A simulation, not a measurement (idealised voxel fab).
The following process module bears the name voxel ribs on slabs.
Each square cell in cross-section cut measures 5 nm, and the section as a whole is 175 nm wide.
In this document a cross-section is written as a grid of square cells. It is given as a series of bands, listed from the top down, and a band is one or more rows of cells. Quick guide to a band line: top height, bottom height (nm) up front; then every material left to right with its width in nm. Only one material and it's marked "throughout"? Then it fills the band edge to edge. And "blank" just means empty space. The level at which height equals 0 is the one under which the wafer, as it arrives, is entirely one material. No lower edge exists for the bottom band, which continues downward and is notated as in "0 -> down". The notation "30..40" denotes a width that varies across the rows of cells in the band, beginning at the first number in the top row, finishing at the second number in the bottom row, and changing by an identical amount from each row to the next. A step reported as "no alteration" is a step in which no cell of the cross-section changed. This entry, "closed voids", enumerates those empty regions of no fewer than 8 cells that possess no open connection to the top. Each region is reported in the form width x height at distance, the distance being taken from the left edge, with all three quantities expressed in nm. Text after the settings on a step's line: the simulator's own remark on that step. Among the settings permitted on a step's line is "overlay nm"; applied to a step with a mask, it specifies the extent to which the mask lay to the right of its planned position, whereas a negative figure signifies a position to the left.
Process steps foreseen in the plan:
step 1: RECEIVE, material Si
step 2: DIRECTIONAL_DEP, material SiO2, thk nm 30
step 3: DIRECTIONAL_DEP, material SiN, thk nm 20
step 4: PATTERN, tone cover, mask id RIB, material resist, width nm 25, thk nm 20, overlay nm 0
step 5: DIRECTIONAL_ETCH, etch materials SiN, depth nm 10
step 6: STRIP, etch materials resist
step 7: PATTERN, tone cover, mask id SLAB, material resist, width nm 65, thk nm 15, overlay nm 0
step 8: DIRECTIONAL_ETCH, etch materials SiN, depth nm 10
step 9: STRIP, etch materials resist
step 10: FILL_DEP, material SiO2, thk nm 20
step 11: CMP, height nm 55
step 12: DIRECTIONAL_DEP, material W, thk nm 10
step 13: MASKED_ETCH, tone cover, mask id HEATER, width nm 35, etch materials W, depth nm 10, overlay nm 0
step 14: CONFORMAL_DEP, material SiN, thk nm 5
The wafers in this document start out alike and differ in the height nm applied at step 11; the plan shows the value used for the first wafer.
Cross-section, first of several wafers, as delivered after step 1:
0 -> down  Si throughout
closed voids: none
first wafer at the end, after step 14:
70 -> 65  blank=65 | SiN=45 | blank=65
65 -> 60  blank=65 | SiN=5 | W=35 | SiN=5 | blank=65
60 -> 55  SiN=70 | W=35 | SiN=70
55 -> 50  SiO2 throughout
50 -> 40  SiO2=75 | SiN=25 | SiO2=75
40 -> 30  SiO2=55 | SiN=65 | SiO2=55
30 -> 0  SiO2 throughout
0 -> down  Si throughout
closed voids: none
Wafer cross-section (last wafer, module end):
85 -> 80  blank=65 | SiN=45 | blank=65
80 -> 75  blank=65 | SiN=5 | W=35 | SiN=5 | blank=65
75 -> 70  SiN=70 | W=35 | SiN=70
70 -> 50  SiO2 throughout
50 -> 40  SiO2=75 | SiN=25 | SiO2=75
40 -> 30  SiO2=55 | SiN=65 | SiO2=55
30 -> 0  SiO2 throughout
0 -> down  Si throughout
closed voids: none
Per wafer, end of module: cells gained (+) or lost (-) per material since receipt, then closed voids:
height nm 55 | +75 SiN | +349 SiO2 | +14 W | closed voids: none
height nm 60 | +75 SiN | +384 SiO2 | +14 W | closed voids: none
height nm 65 | +75 SiN | +419 SiO2 | +14 W | closed voids: none
height nm 70 | +75 SiN | +454 SiO2 | +14 W | closed voids: none
